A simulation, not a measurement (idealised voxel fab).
Title: Process Module voxel transistor to metal
For reference, the cross-section in this document is cut, with width 160 nm and square cells of 5 nm.
If you're reading a cross-section in this doc, picture square cells in a grid; it comes to you as bands, top ones listed first down to the bottom, and a band can be one or more rows of cells. What a band's entry tells you: where the top is and where the bottom is, as heights in nm, and after that what lies inside, material by material from left to right, each with its width in nm. Empty space is written as the word "empty", and a single material marked with the word "everywhere" occupies the band from edge to edge. The reference from which all heights are counted is 0, the level beneath which the as-received wafer is entirely one material; the lowest band, having no lower bound, proceeds downward and is written after the example "z 0 and below". When a width is written as two numbers, as in "30 to 40", the first number is the width in the top row of cells of the band and the second is the width in its bottom row, and the width changes by the same amount from each row to the next. "remained the same", as given for a step, is the statement that not any cell of the cross-section underwent a change during that step. For the entry "Completely enclosed voids", the listed items are empty spaces with no open way to the top whose size is 8 cells or more; each item follows the pattern width x height at distance, where distance is from the left edge and all three are in nm. Step line, after settings: the simulator's comment on this step. overlay nm, on a step with a mask: how far to the right of its planned place the mask lay; to the left if negative.

The planned process steps are enumerated hereunder
step 1: RECEIVE | material Si
step 2: OXIDIZE | depth nm 5
step 3: CONFORMAL_DEP | material SiN | thk nm 15
step 4: PATTERN | tone cover | mask id ACTIVE | material resist | width nm 120 | thk nm 15 | overlay nm 0
step 5: DIRECTIONAL_ETCH | etch materials SiN | depth nm 15
step 6: DIRECTIONAL_ETCH | etch materials SiO2 | depth nm 5
step 7: DIRECTIONAL_ETCH | etch materials Si | depth nm 35
step 8: STRIP | etch materials resist
step 9: OXIDIZE | depth nm 5
step 10: FILL_DEP | material SiO2 | thk nm 5
step 11: CMP | height nm 15
step 12: SELECTIVE_ETCH | etch materials SiO2 | depth nm 5
step 13: STRIP | etch materials SiN
step 14: SELECTIVE_ETCH | etch materials SiO2 | depth nm 5
step 15: OXIDIZE | depth nm 5
step 16: DIRECTIONAL_DEP | material polySi | thk nm 20
step 17: DIRECTIONAL_DEP | material SiCN | thk nm 10
step 18: MASKED_ETCH | tone cover | mask id GATE | width nm 30 | etch materials SiCN | depth nm 20 | overlay nm 0
step 19: MASKED_ETCH | tone cover | mask id GATE | width nm 30 | etch materials polySi | depth nm 30 | overlay nm 0
step 20: CONFORMAL_DEP | material SiO2 | thk nm 5
step 21: DIRECTIONAL_ETCH | etch materials SiO2 | depth nm 5
step 22: CONFORMAL_DEP | material SiN | thk nm 5
step 23: DIRECTIONAL_ETCH | etch materials SiN | depth nm 5
step 24: DIRECTIONAL_ETCH | etch materials SiO2 | depth nm 5
step 25: DIRECTIONAL_ETCH | etch materials Si | depth nm 15
step 26: EPI | material SiGe | thk nm 20
step 27: FILL_DEP | material SiO2 | thk nm 10
step 28: CMP | height nm 15
step 29: STRIP | etch materials polySi
step 30: SELECTIVE_ETCH | etch materials SiO2 | depth nm 5
step 31: CONFORMAL_DEP | material HfO2 | thk nm 5
step 32: CONFORMAL_DEP | material TiN | thk nm 5
step 33: FILL_DEP | material W | thk nm 10
step 34: CMP | height nm 10
step 35: DIRECTIONAL_DEP | material SiO2 | thk nm 10
step 36: PATTERN | tone open | mask id CONTACT | material resist | width nm 20 | pitch nm 90 | thk nm 15 | overlay nm 0
step 37: DIRECTIONAL_ETCH | etch materials SiO2 | depth nm 25
step 38: STRIP | etch materials resist
step 39: CONFORMAL_DEP | material TiN | thk nm 5
step 40: FILL_DEP | material W | thk nm 5
step 41: CMP | height nm 20
step 42: DIRECTIONAL_DEP | material TiN | thk nm 5
step 43: DIRECTIONAL_DEP | material W | thk nm 20
step 44: PATTERN | tone cover | mask id METAL_1 | material resist | width nm 20 | pitch nm 90 | thk nm 20 | overlay nm 0
step 45: DIRECTIONAL_ETCH | etch materials W | depth nm 20
step 46: DIRECTIONAL_ETCH | etch materials TiN | depth nm 5
step 47: STRIP | etch materials resist
step 48: CONFORMAL_DEP | material SiN | thk nm 5
step 49: FILL_DEP | material SiO2 | thk nm 10
step 50: CMP | height nm 45
step 51: CONFORMAL_DEP | material SiCN | thk nm 5
step 52: DIRECTIONAL_DEP | material SiO2 | thk nm 35
step 53: PATTERN | tone open | mask id METAL_2_HOLES | material resist | width nm 15 | pitch nm 90 | thk nm 20 | overlay nm 0
step 54: DIRECTIONAL_ETCH | etch materials SiO2 | depth nm 35
step 55: STRIP | etch materials resist
step 56: PATTERN | tone open | mask id METAL_2 | material resist | width nm 20 | pitch nm 90 | thk nm 15 | overlay nm 0
step 57: DIRECTIONAL_ETCH | etch materials SiO2 | depth nm 20
step 58: DIRECTIONAL_ETCH | etch materials SiCN | depth nm 5
step 59: STRIP | etch materials resist
step 60: CONFORMAL_DEP | material TiN | thk nm 5
step 61: FILL_DEP | material Cu | thk nm 10
step 62: CMP | height nm 85
step 63: CONFORMAL_DEP | material SiCN | thk nm 5

The first of two wafers, run as planned

Wafer at receipt (post step 1), cross-section
* z 0 and below | Si everywhere
* Completely enclosed voids: none

After step 2: wafer cross-section
* z 0 to -5 | SiO2 everywhere
* No changes below -5.

After step 3: wafer cross-section
* z 15 to 0 | SiN everywhere
* No changes below 0.

After step 4: wafer cross-section
* z 30 to 15 | 20 empty, then 120 resist, then 20 empty
* No changes below 15.

After step 5: wafer cross-section
* z 30 to 15 | 20 empty, then 120 resist, then 20 empty
* z 15 to 0 | 20 empty, then 120 SiN, then 20 empty
* No changes below 0.

After step 6: wafer cross-section
* z 30 to 15 | 20 empty, then 120 resist, then 20 empty
* z 15 to 0 | 20 empty, then 120 SiN, then 20 empty
* z 0 to -5 | 20 empty, then 120 SiO2, then 20 empty
* No changes below -5.

After step 7: wafer cross-section
* z 30 to 15 | 20 empty, then 120 resist, then 20 empty
* z 15 to 0 | 20 empty, then 120 SiN, then 20 empty
* z 0 to -5 | 20 empty, then 120 SiO2, then 20 empty
* z -5 to -40 | 20 empty, then 120 Si, then 20 empty
* No changes below -40.

After step 8: wafer cross-section
* z 15 to 0 | 20 empty, then 120 SiN, then 20 empty
* No changes below 0.

After step 9: wafer cross-section
* z 15 to 0 | 20 empty, then 120 SiN, then 20 empty
* z 0 to -5 | 20 empty, then 120 SiO2, then 20 empty
* z -5 to -40 | 20 empty, then 5 SiO2, then 110 Si, then 5 SiO2, then 20 empty
* z -40 to -45 | 25 SiO2, then 110 Si, then 25 SiO2
* No changes below -45.

After step 10: wafer cross-section
* z 20 to 15 | SiO2 everywhere
* z 15 to 0 | 20 SiO2, then 120 SiN, then 20 SiO2
* z 0 to -5 | SiO2 everywhere
* z -5 to -45 | 25 SiO2, then 110 Si, then 25 SiO2
* No changes below -45.

After step 11: wafer cross-section
* z 15 to 0 | 20 SiO2, then 120 SiN, then 20 SiO2
* No changes below 0.

After step 12: wafer cross-section
* z 15 to 10 | 20 empty, then 120 SiN, then 20 empty
* No changes below 10.

After step 13: wafer cross-section
* z 10 to 0 | 20 SiO2, then 120 empty, then 20 SiO2
* No changes below 0.

After step 14: wafer cross-section
* z 5 to -5 | 15 SiO2, then 130 empty, then 15 SiO2
* No changes below -5.

After step 15: wafer cross-section
* z 5 to -5 | 15 SiO2, then 130 empty, then 15 SiO2
* z -5 to -10 | SiO2 everywhere
* No changes below -10.

After step 16: wafer cross-section
* z 25 to 15 | 15 polySi, then 130 empty, then 15 polySi
* z 15 to 5 | polySi everywhere
* z 5 to -5 | 15 SiO2, then 130 polySi, then 15 SiO2
* No changes below -5.

After step 17: wafer cross-section
* z 35 to 25 | 15 SiCN, then 130 empty, then 15 SiCN
* z 25 to 15 | 15 polySi, then 130 SiCN, then 15 polySi
* No changes below 15.

After step 18: wafer cross-section
* z 25 to 15 | 15 polySi, then 50 empty, then 30 SiCN, then 50 empty, then 15 polySi
* No changes below 15.

After step 19: wafer cross-section
* z 25 to 15 | 65 empty, then 30 SiCN, then 65 empty
* z 15 to 5 | 65 empty, then 30 polySi, then 65 empty
* z 5 to -5 | 15 SiO2, then 50 empty, then 30 polySi, then 50 empty, then 15 SiO2
* No changes below -5.

After step 20: wafer cross-section
* z 30 to 25 | 60 empty, then 40 SiO2, then 60 empty
* z 25 to 15 | 60 empty, then 5 SiO2, then 30 SiCN, then 5 SiO2, then 60 empty
* z 15 to 10 | 60 empty, then 5 SiO2, then 30 polySi, then 5 SiO2, then 60 empty
* z 10 to 0 | 20 SiO2, then 40 empty, then 5 SiO2, then 30 polySi, then 5 SiO2, then 40 empty, then 20 SiO2
* z 0 to -5 | 65 SiO2, then 30 polySi, then 65 SiO2
* No changes below -5.

After step 21: wafer cross-section
* z 25 to 15 | 60 empty, then 5 SiO2, then 30 SiCN, then 5 SiO2, then 60 empty
* z 15 to 5 | 60 empty, then 5 SiO2, then 30 polySi, then 5 SiO2, then 60 empty
* z 5 to -5 | 20 SiO2, then 40 empty, then 5 SiO2, then 30 polySi, then 5 SiO2, then 40 empty, then 20 SiO2
* No changes below -5.

After step 22: wafer cross-section
* z 30 to 25 | 55 empty, then 50 SiN, then 55 empty
* z 25 to 15 | 55 empty, then 5 SiN, then 5 SiO2, then 30 SiCN, then 5 SiO2, then 5 SiN, then 55 empty
* z 15 to 10 | 55 empty, then 5 SiN, then 5 SiO2, then 30 polySi, then 5 SiO2, then 5 SiN, then 55 empty
* z 10 to 5 | 25 SiN, then 30 empty, then 5 SiN, then 5 SiO2, then 30 polySi, then 5 SiO2, then 5 SiN, then 30 empty, then 25 SiN
* z 5 to 0 | 20 SiO2, then 5 SiN, then 30 empty, then 5 SiN, then 5 SiO2, then 30 polySi, then 5 SiO2, then 5 SiN, then 30 empty, then 5 SiN, then 20 SiO2
* z 0 to -5 | 20 SiO2, then 40 SiN, then 5 SiO2, then 30 polySi, then 5 SiO2, then 40 SiN, then 20 SiO2
* No changes below -5.

After step 23: wafer cross-section
* z 25 to 15 | 55 empty, then 5 SiN, then 5 SiO2, then 30 SiCN, then 5 SiO2, then 5 SiN, then 55 empty
* z 15 to 5 | 55 empty, then 5 SiN, then 5 SiO2, then 30 polySi, then 5 SiO2, then 5 SiN, then 55 empty
* z 5 to -5 | 20 SiO2, then 5 SiN, then 30 empty, then 5 SiN, then 5 SiO2, then 30 polySi, then 5 SiO2, then 5 SiN, then 30 empty, then 5 SiN, then 20 SiO2
* No changes below -5.

After step 24: wafer cross-section
* z 25 to 20 | 55 empty, then 5 SiN, then 5 empty, then 30 SiCN, then 5 empty, then 5 SiN, then 55 empty
* z 20 to 15 | 55 empty, then 5 SiN, then 5 SiO2, then 30 SiCN, then 5 SiO2, then 5 SiN, then 55 empty
* z 15 to 5 | 55 empty, then 5 SiN, then 5 SiO2, then 30 polySi, then 5 SiO2, then 5 SiN, then 55 empty
* z 5 to 0 | 20 empty, then 5 SiN, then 30 empty, then 5 SiN, then 5 SiO2, then 30 polySi, then 5 SiO2, then 5 SiN, then 30 empty, then 5 SiN, then 20 empty
* z 0 to -5 | 20 SiO2, then 5 SiN, then 30 empty, then 5 SiN, then 5 SiO2, then 30 polySi, then 5 SiO2, then 5 SiN, then 30 empty, then 5 SiN, then 20 SiO2
* z -5 to -10 | 25 SiO2, then 30 empty, then 50 SiO2, then 30 empty, then 25 SiO2
* No changes below -10.

After step 25: wafer cross-section
* z 25 to 20 | 55 empty, then 5 SiN, then 5 empty, then 30 SiCN, then 5 empty, then 5 SiN, then 55 empty
* z 20 to 15 | 55 empty, then 5 SiN, then 5 SiO2, then 30 SiCN, then 5 SiO2, then 5 SiN, then 55 empty
* z 15 to 5 | 55 empty, then 5 SiN, then 5 SiO2, then 30 polySi, then 5 SiO2, then 5 SiN, then 55 empty
* z 5 to 0 | 20 empty, then 5 SiN, then 30 empty, then 5 SiN, then 5 SiO2, then 30 polySi, then 5 SiO2, then 5 SiN, then 30 empty, then 5 SiN, then 20 empty
* z 0 to -5 | 20 SiO2, then 5 SiN, then 30 empty, then 5 SiN, then 5 SiO2, then 30 polySi, then 5 SiO2, then 5 SiN, then 30 empty, then 5 SiN, then 20 SiO2
* z -5 to -10 | 25 SiO2, then 30 empty, then 50 SiO2, then 30 empty, then 25 SiO2
* z -10 to -25 | 25 SiO2, then 30 empty, then 50 Si, then 30 empty, then 25 SiO2
* No changes below -25.

After step 26: wafer cross-section
* z 25 to 20 | 55 empty, then 5 SiN, then 5 empty, then 30 SiCN, then 5 empty, then 5 SiN, then 55 empty
* z 20 to 15 | 55 empty, then 5 SiN, then 5 SiO2, then 30 SiCN, then 5 SiO2, then 5 SiN, then 55 empty
* z 15 to 10 | 55 empty, then 5 SiN, then 5 SiO2, then 30 polySi, then 5 SiO2, then 5 SiN, then 55 empty
* z 10 to 5 | 35 empty, then 20 SiGe, then 5 SiN, then 5 SiO2, then 30 polySi, then 5 SiO2, then 5 SiN, then 20 SiGe, then 35 empty
* z 5 to 0 | 20 empty, then 5 SiN, then 10 empty, then 20 SiGe, then 5 SiN, then 5 SiO2, then 30 polySi, then 5 SiO2, then 5 SiN, then 20 SiGe, then 10 empty, then 5 SiN, then 20 empty
* z 0 to -5 | 20 SiO2, then 5 SiN, then 10 empty, then 20 SiGe, then 5 SiN, then 5 SiO2, then 30 polySi, then 5 SiO2, then 5 SiN, then 20 SiGe, then 10 empty, then 5 SiN, then 20 SiO2
* z -5 to -10 | 25 SiO2, then 30 SiGe, then 50 SiO2, then 30 SiGe, then 25 SiO2
* z -10 to -25 | 25 SiO2, then 30 SiGe, then 50 Si, then 30 SiGe, then 25 SiO2
* No changes below -25.

After step 27: wafer cross-section
* z 35 to 25 | SiO2 everywhere
* z 25 to 15 | 55 SiO2, then 5 SiN, then 5 SiO2, then 30 SiCN, then 5 SiO2, then 5 SiN, then 55 SiO2
* z 15 to 10 | 55 SiO2, then 5 SiN, then 5 SiO2, then 30 polySi, then 5 SiO2, then 5 SiN, then 55 SiO2
* z 10 to 5 | 35 SiO2, then 20 SiGe, then 5 SiN, then 5 SiO2, then 30 polySi, then 5 SiO2, then 5 SiN, then 20 SiGe, then 35 SiO2
* z 5 to -5 | 20 SiO2, then 5 SiN, then 10 SiO2, then 20 SiGe, then 5 SiN, then 5 SiO2, then 30 polySi, then 5 SiO2, then 5 SiN, then 20 SiGe, then 10 SiO2, then 5 SiN, then 20 SiO2
* No changes below -5.

After step 28: wafer cross-section
* z 15 to 10 | 55 SiO2, then 5 SiN, then 5 SiO2, then 30 polySi, then 5 SiO2, then 5 SiN, then 55 SiO2
* No changes below 10.

After step 29: wafer cross-section
* z 15 to 10 | 55 SiO2, then 5 SiN, then 5 SiO2, then 30 empty, then 5 SiO2, then 5 SiN, then 55 SiO2
* z 10 to 5 | 35 SiO2, then 20 SiGe, then 5 SiN, then 5 SiO2, then 30 empty, then 5 SiO2, then 5 SiN, then 20 SiGe, then 35 SiO2
* z 5 to -5 | 20 SiO2, then 5 SiN, then 10 SiO2, then 20 SiGe, then 5 SiN, then 5 SiO2, then 30 empty, then 5 SiO2, then 5 SiN, then 20 SiGe, then 10 SiO2, then 5 SiN, then 20 SiO2
* No changes below -5.

After step 30: wafer cross-section
* z 15 to 10 | 55 empty, then 5 SiN, then 40 empty, then 5 SiN, then 55 empty
* z 10 to 5 | 35 SiO2, then 20 SiGe, then 5 SiN, then 40 empty, then 5 SiN, then 20 SiGe, then 35 SiO2
* z 5 to -5 | 20 SiO2, then 5 SiN, then 10 SiO2, then 20 SiGe, then 5 SiN, then 40 empty, then 5 SiN, then 20 SiGe, then 10 SiO2, then 5 SiN, then 20 SiO2
* z -5 to -10 | 25 SiO2, then 30 SiGe, then 5 SiO2, then 40 empty, then 5 SiO2, then 30 SiGe, then 25 SiO2
* No changes below -10.

After step 31: wafer cross-section
* z 20 to 15 | 50 empty, then 15 HfO2, then 30 empty, then 15 HfO2, then 50 empty
* z 15 to 10 | 55 HfO2, then 5 SiN, then 5 HfO2, then 30 empty, then 5 HfO2, then 5 SiN, then 55 HfO2
* z 10 to 5 | 35 SiO2, then 20 SiGe, then 5 SiN, then 5 HfO2, then 30 empty, then 5 HfO2, then 5 SiN, then 20 SiGe, then 35 SiO2
* z 5 to -5 | 20 SiO2, then 5 SiN, then 10 SiO2, then 20 SiGe, then 5 SiN, then 5 HfO2, then 30 empty, then 5 HfO2, then 5 SiN, then 20 SiGe, then 10 SiO2, then 5 SiN, then 20 SiO2
* z -5 to -10 | 25 SiO2, then 30 SiGe, then 5 SiO2, then 40 HfO2, then 5 SiO2, then 30 SiGe, then 25 SiO2
* No changes below -10.

After step 32: wafer cross-section
* z 25 to 20 | 45 empty, then 25 TiN, then 20 empty, then 25 TiN, then 45 empty
* z 20 to 15 | 50 TiN, then 15 HfO2, then 5 TiN, then 20 empty, then 5 TiN, then 15 HfO2, then 50 TiN
* z 15 to 10 | 55 HfO2, then 5 SiN, then 5 HfO2, then 5 TiN, then 20 empty, then 5 TiN, then 5 HfO2, then 5 SiN, then 55 HfO2
* z 10 to 5 | 35 SiO2, then 20 SiGe, then 5 SiN, then 5 HfO2, then 5 TiN, then 20 empty, then 5 TiN, then 5 HfO2, then 5 SiN, then 20 SiGe, then 35 SiO2
* z 5 to 0 | 20 SiO2, then 5 SiN, then 10 SiO2, then 20 SiGe, then 5 SiN, then 5 HfO2, then 5 TiN, then 20 empty, then 5 TiN, then 5 HfO2, then 5 SiN, then 20 SiGe, then 10 SiO2, then 5 SiN, then 20 SiO2
* z 0 to -5 | 20 SiO2, then 5 SiN, then 10 SiO2, then 20 SiGe, then 5 SiN, then 5 HfO2, then 30 TiN, then 5 HfO2, then 5 SiN, then 20 SiGe, then 10 SiO2, then 5 SiN, then 20 SiO2
* No changes below -5.

After step 33: wafer cross-section
* z 35 to 25 | W everywhere
* z 25 to 20 | 45 W, then 25 TiN, then 20 W, then 25 TiN, then 45 W
* z 20 to 15 | 50 TiN, then 15 HfO2, then 5 TiN, then 20 W, then 5 TiN, then 15 HfO2, then 50 TiN
* z 15 to 10 | 55 HfO2, then 5 SiN, then 5 HfO2, then 5 TiN, then 20 W, then 5 TiN, then 5 HfO2, then 5 SiN, then 55 HfO2
* z 10 to 5 | 35 SiO2, then 20 SiGe, then 5 SiN, then 5 HfO2, then 5 TiN, then 20 W, then 5 TiN, then 5 HfO2, then 5 SiN, then 20 SiGe, then 35 SiO2
* z 5 to 0 | 20 SiO2, then 5 SiN, then 10 SiO2, then 20 SiGe, then 5 SiN, then 5 HfO2, then 5 TiN, then 20 W, then 5 TiN, then 5 HfO2, then 5 SiN, then 20 SiGe, then 10 SiO2, then 5 SiN, then 20 SiO2
* No changes below 0.

After step 34: wafer cross-section
* z 10 to 5 | 35 SiO2, then 20 SiGe, then 5 SiN, then 5 HfO2, then 5 TiN, then 20 W, then 5 TiN, then 5 HfO2, then 5 SiN, then 20 SiGe, then 35 SiO2
* No changes below 5.

After step 35: wafer cross-section
* z 20 to 10 | SiO2 everywhere
* No changes below 10.

After step 36: wafer cross-section
* z 35 to 20 | 25 resist, then 20 empty, then 70 resist, then 20 empty, then 25 resist
* No changes below 20.

After step 37: wafer cross-section
* z 35 to 20 | 25 resist, then 20 empty, then 70 resist, then 20 empty, then 25 resist
* z 20 to 10 | 25 SiO2, then 20 empty, then 70 SiO2, then 20 empty, then 25 SiO2
* z 10 to 5 | 25 SiO2, then 10 empty, then 20 SiGe, then 5 SiN, then 5 HfO2, then 5 TiN, then 20 W, then 5 TiN, then 5 HfO2, then 5 SiN, then 20 SiGe, then 10 empty, then 25 SiO2
* z 5 to 0 | 20 SiO2, then 5 SiN, then 10 empty, then 20 SiGe, then 5 SiN, then 5 HfO2, then 5 TiN, then 20 W, then 5 TiN, then 5 HfO2, then 5 SiN, then 20 SiGe, then 10 empty, then 5 SiN, then 20 SiO2
* z 0 to -5 | 20 SiO2, then 5 SiN, then 10 empty, then 20 SiGe, then 5 SiN, then 5 HfO2, then 30 TiN, then 5 HfO2, then 5 SiN, then 20 SiGe, then 10 empty, then 5 SiN, then 20 SiO2
* No changes below -5.

After step 38: wafer cross-section
* z 20 to 10 | 25 SiO2, then 20 empty, then 70 SiO2, then 20 empty, then 25 SiO2
* No changes below 10.

After step 39: wafer cross-section
* z 25 to 20 | 30 TiN, then 10 empty, then 80 TiN, then 10 empty, then 30 TiN
* z 20 to 15 | 25 SiO2, then 5 TiN, then 10 empty, then 5 TiN, then 70 SiO2, then 5 TiN, then 10 empty, then 5 TiN, then 25 SiO2
* z 15 to 10 | 25 SiO2, then 20 TiN, then 70 SiO2, then 20 TiN, then 25 SiO2
* z 10 to 5 | 25 SiO2, then 10 TiN, then 20 SiGe, then 5 SiN, then 5 HfO2, then 5 TiN, then 20 W, then 5 TiN, then 5 HfO2, then 5 SiN, then 20 SiGe, then 10 TiN, then 25 SiO2
* z 5 to 0 | 20 SiO2, then 5 SiN, then 10 TiN, then 20 SiGe, then 5 SiN, then 5 HfO2, then 5 TiN, then 20 W, then 5 TiN, then 5 HfO2, then 5 SiN, then 20 SiGe, then 10 TiN, then 5 SiN, then 20 SiO2
* z 0 to -5 | 20 SiO2, then 5 SiN, then 10 TiN, then 20 SiGe, then 5 SiN, then 5 HfO2, then 30 TiN, then 5 HfO2, then 5 SiN, then 20 SiGe, then 10 TiN, then 5 SiN, then 20 SiO2
* No changes below -5.

After step 40: wafer cross-section
* z 30 to 25 | W everywhere
* z 25 to 20 | 30 TiN, then 10 W, then 80 TiN, then 10 W, then 30 TiN
* z 20 to 15 | 25 SiO2, then 5 TiN, then 10 W, then 5 TiN, then 70 SiO2, then 5 TiN, then 10 W, then 5 TiN, then 25 SiO2
* No changes below 15.

After step 41: wafer cross-section
* z 20 to 15 | 25 SiO2, then 5 TiN, then 10 W, then 5 TiN, then 70 SiO2, then 5 TiN, then 10 W, then 5 TiN, then 25 SiO2
* No changes below 15.

After step 42: wafer cross-section
* z 25 to 20 | TiN everywhere
* No changes below 20.

After step 43: wafer cross-section
* z 45 to 25 | W everywhere
* No changes below 25.

After step 44: wafer cross-section
* z 65 to 45 | 25 empty, then 20 resist, then 70 empty, then 20 resist, then 25 empty
* No changes below 45.

After step 45: wafer cross-section
* z 65 to 45 | 25 empty, then 20 resist, then 70 empty, then 20 resist, then 25 empty
* z 45 to 25 | 25 empty, then 20 W, then 70 empty, then 20 W, then 25 empty
* No changes below 25.

After step 46: wafer cross-section
* z 65 to 45 | 25 empty, then 20 resist, then 70 empty, then 20 resist, then 25 empty
* z 45 to 25 | 25 empty, then 20 W, then 70 empty, then 20 W, then 25 empty
* z 25 to 20 | 25 empty, then 20 TiN, then 70 empty, then 20 TiN, then 25 empty
* No changes below 20.

After step 47: wafer cross-section
* z 45 to 25 | 25 empty, then 20 W, then 70 empty, then 20 W, then 25 empty
* No changes below 25.

After step 48: wafer cross-section
* z 50 to 45 | 20 empty, then 30 SiN, then 60 empty, then 30 SiN, then 20 empty
* z 45 to 25 | 20 empty, then 5 SiN, then 20 W, then 5 SiN, then 60 empty, then 5 SiN, then 20 W, then 5 SiN, then 20 empty
* z 25 to 20 | 25 SiN, then 20 TiN, then 70 SiN, then 20 TiN, then 25 SiN
* No changes below 20.

After step 49: wafer cross-section
* z 60 to 50 | SiO2 everywhere
* z 50 to 45 | 20 SiO2, then 30 SiN, then 60 SiO2, then 30 SiN, then 20 SiO2
* z 45 to 25 | 20 SiO2, then 5 SiN, then 20 W, then 5 SiN, then 60 SiO2, then 5 SiN, then 20 W, then 5 SiN, then 20 SiO2
* No changes below 25.

After step 50: wafer cross-section
* z 45 to 25 | 20 SiO2, then 5 SiN, then 20 W, then 5 SiN, then 60 SiO2, then 5 SiN, then 20 W, then 5 SiN, then 20 SiO2
* No changes below 25.

After step 51: wafer cross-section
* z 50 to 45 | SiCN everywhere
* No changes below 45.

After step 52: wafer cross-section
* z 85 to 50 | SiO2 everywhere
* No changes below 50.

After step 53: wafer cross-section
* z 105 to 85 | 25 resist, then 15 empty, then 75 resist, then 15 empty, then 30 resist
* No changes below 85.

After step 54: wafer cross-section
* z 105 to 85 | 25 resist, then 15 empty, then 75 resist, then 15 empty, then 30 resist
* z 85 to 50 | 25 SiO2, then 15 empty, then 75 SiO2, then 15 empty, then 30 SiO2
* No changes below 50.

After step 55: wafer cross-section
* z 85 to 50 | 25 SiO2, then 15 empty, then 75 SiO2, then 15 empty, then 30 SiO2
* No changes below 50.

After step 56: wafer cross-section
* z 100 to 85 | 25 resist, then 20 empty, then 70 resist, then 20 empty, then 25 resist
* No changes below 85.

After step 57: wafer cross-section
* z 100 to 85 | 25 resist, then 20 empty, then 70 resist, then 20 empty, then 25 resist
* z 85 to 65 | 25 SiO2, then 20 empty, then 70 SiO2, then 20 empty, then 25 SiO2
* No changes below 65.

After step 58: wafer cross-section
* z 100 to 85 | 25 resist, then 20 empty, then 70 resist, then 20 empty, then 25 resist
* z 85 to 65 | 25 SiO2, then 20 empty, then 70 SiO2, then 20 empty, then 25 SiO2
* z 65 to 50 | 25 SiO2, then 15 empty, then 75 SiO2, then 15 empty, then 30 SiO2
* z 50 to 45 | 25 SiCN, then 15 empty, then 75 SiCN, then 15 empty, then 30 SiCN
* No changes below 45.

After step 59: wafer cross-section
* z 85 to 65 | 25 SiO2, then 20 empty, then 70 SiO2, then 20 empty, then 25 SiO2
* No changes below 65.

After step 60: wafer cross-section
* z 90 to 85 | 30 TiN, then 10 empty, then 80 TiN, then 10 empty, then 30 TiN
* z 85 to 70 | 25 SiO2, then 5 TiN, then 10 empty, then 5 TiN, then 70 SiO2, then 5 TiN, then 10 empty, then 5 TiN, then 25 SiO2
* z 70 to 65 | 25 SiO2, then 5 TiN, then 5 empty, then 10 TiN, then 70 SiO2, then 5 TiN, then 5 empty, then 10 TiN, then 25 SiO2
* z 65 to 50 | 25 SiO2, then 5 TiN, then 5 empty, then 5 TiN, then 75 SiO2, then 5 TiN, then 5 empty, then 5 TiN, then 30 SiO2
* z 50 to 45 | 25 SiCN, then 15 TiN, then 75 SiCN, then 15 TiN, then 30 SiCN
* No changes below 45.

After step 61: wafer cross-section
* z 100 to 90 | Cu everywhere
* z 90 to 85 | 30 TiN, then 10 Cu, then 80 TiN, then 10 Cu, then 30 TiN
* z 85 to 70 | 25 SiO2, then 5 TiN, then 10 Cu, then 5 TiN, then 70 SiO2, then 5 TiN, then 10 Cu, then 5 TiN, then 25 SiO2
* z 70 to 65 | 25 SiO2, then 5 TiN, then 5 Cu, then 10 TiN, then 70 SiO2, then 5 TiN, then 5 Cu, then 10 TiN, then 25 SiO2
* z 65 to 50 | 25 SiO2, then 5 TiN, then 5 Cu, then 5 TiN, then 75 SiO2, then 5 TiN, then 5 Cu, then 5 TiN, then 30 SiO2
* No changes below 50.

After step 62: wafer cross-section
* z 85 to 70 | 25 SiO2, then 5 TiN, then 10 Cu, then 5 TiN, then 70 SiO2, then 5 TiN, then 10 Cu, then 5 TiN, then 25 SiO2
* No changes below 70.

After step 63: wafer cross-section
* z 90 to 85 | SiCN everywhere
* No changes below 85.

Second of two: same start, same plan, one run error; steps up to and including 62 match the first

The second wafer cut through, at the time step 63 was supposed to be finished
* z 90 to 85 | SiO2 everywhere
* No changes below 85.
Deviation noted in wafer processing: step 63 did not use the planned setting and instead ran as CONFORMAL_DEP | material SiO2 | thk nm 5
Final difference in cells, second wafer against first, listed per material as more or fewer: SiCN -32, SiO2 +32
